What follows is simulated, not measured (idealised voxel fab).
Module name: voxel self aligned vias (process module)
Displayed cross-section: cut, width of 195 nm, square cells sized 5 nm.
Cross-section = grid of square cells, listed top down in bands; band = one or more rows. The band entry comprises the height of the band's top followed by the height of its bottom, expressed in nm, and subsequently the band's materials from left to right, each stated together with its width in nm. Where a single material is marked with the word "edge to edge", that material fills the band from edge to edge. The word "empty" represents empty space. Zero point of the height axis is 0; under it, received wafer = one material. Lowest band: continues down indefinitely, "0 down". Per-row width for "30 to 40": begins at first number (top row of band), ends at second number (bottom row), increment between rows held constant. Where a step carries "remains unaltered", the cross-section came out of it unchanged, cell for cell. In the "Enclosed void entries" entry, you get each enclosed empty space of 8 cells or more, one with no open way to the top, written width x height at distance, distance from the left edge, in nm. Note: text after step settings on the step line = simulator remark on that step. overlay nm: on a step with a mask, how far right of its planned place the mask lay; negative means left.

LISTED BELOW ARE THE PROCESS STEPS AS PLANNED
1. RECEIVE, material Si
2. CONFORMAL_DEP, material SiO2, thk nm 10
3. CONFORMAL_DEP, material SiCN, thk nm 5
4. DIRECTIONAL_DEP, material SiO2, thk nm 30
5. MASKED_ETCH, tone open, mask id LINES, width nm 20, pitch nm 60, etch materials SiO2, depth nm 30, overlay nm 0
6. CONFORMAL_DEP, material TiN, thk nm 5
7. FILL_DEP, material Ru, thk nm 10
8. CMP, height nm 45
9. SELECTIVE_ETCH, etch materials W Ru TiN, depth nm 5
10. FILL_DEP, material SiN, thk nm 5
11. CMP, height nm 45
12. DIRECTIONAL_DEP, material SiO2, thk nm 20
13. DIRECTIONAL_DEP, material aC, thk nm 10
14. PATTERN, tone open, mask id VIAS, material resist, width nm 40, pitch nm 60, thk nm 30, overlay nm 0
15. DIRECTIONAL_ETCH, etch materials aC, depth nm 10
16. STRIP, etch materials resist
17. DIRECTIONAL_ETCH, etch materials SiO2, depth nm 20
18. DIRECTIONAL_ETCH, etch materials SiN, depth nm 5
19. STRIP, etch materials aC
20. CONFORMAL_DEP, material TiN, thk nm 5
21. FILL_DEP, material W, thk nm 10
22. CMP, height nm 65
23. CONFORMAL_DEP, material SiCN, thk nm 5

AS-RECEIVED STATE OF THE WAFER IN CROSS-SECTION, EQUIVALENT TO POST-STEP 1
- 0 down  Si edge to edge
- Enclosed void entries: none

RESULT OF THE MODULE, CROSS-SECTIONED: START PER ABOVE, PLAN PER ABOVE, ONE ERROR IN HOW IT WAS RUN
- 70 to 65  SiCN edge to edge
- 65 to 50  45 SiO2; 5 TiN; 30 W; 5 TiN; 20 SiO2; 5 TiN; 30 W; 5 TiN; 50 SiO2
- 50 to 45  45 SiO2; 40 TiN; 20 SiO2; 40 TiN; 50 SiO2
- 45 to 40  45 SiN; 10 TiN; 20 SiO2; 10 TiN; 20 SiN; 10 TiN; 20 SiO2; 10 TiN; 50 SiN
- 40 to 20  50 Ru; 5 TiN; 20 SiO2; 5 TiN; 30 Ru; 5 TiN; 20 SiO2; 5 TiN; 55 Ru
- 20 to 15  55 TiN; 20 SiO2; 40 TiN; 20 SiO2; 60 TiN
- 15 to 10  SiCN edge to edge
- 10 to 0  SiO2 edge to edge
- 0 down  Si edge to edge
- Enclosed void entries: none
What broke from the plan during processing? not per plan at step 5, really ran MASKED_ETCH, tone cover, mask id LINES, width nm 20, pitch nm 60, etch materials SiO2, depth nm 30, overlay nm 0
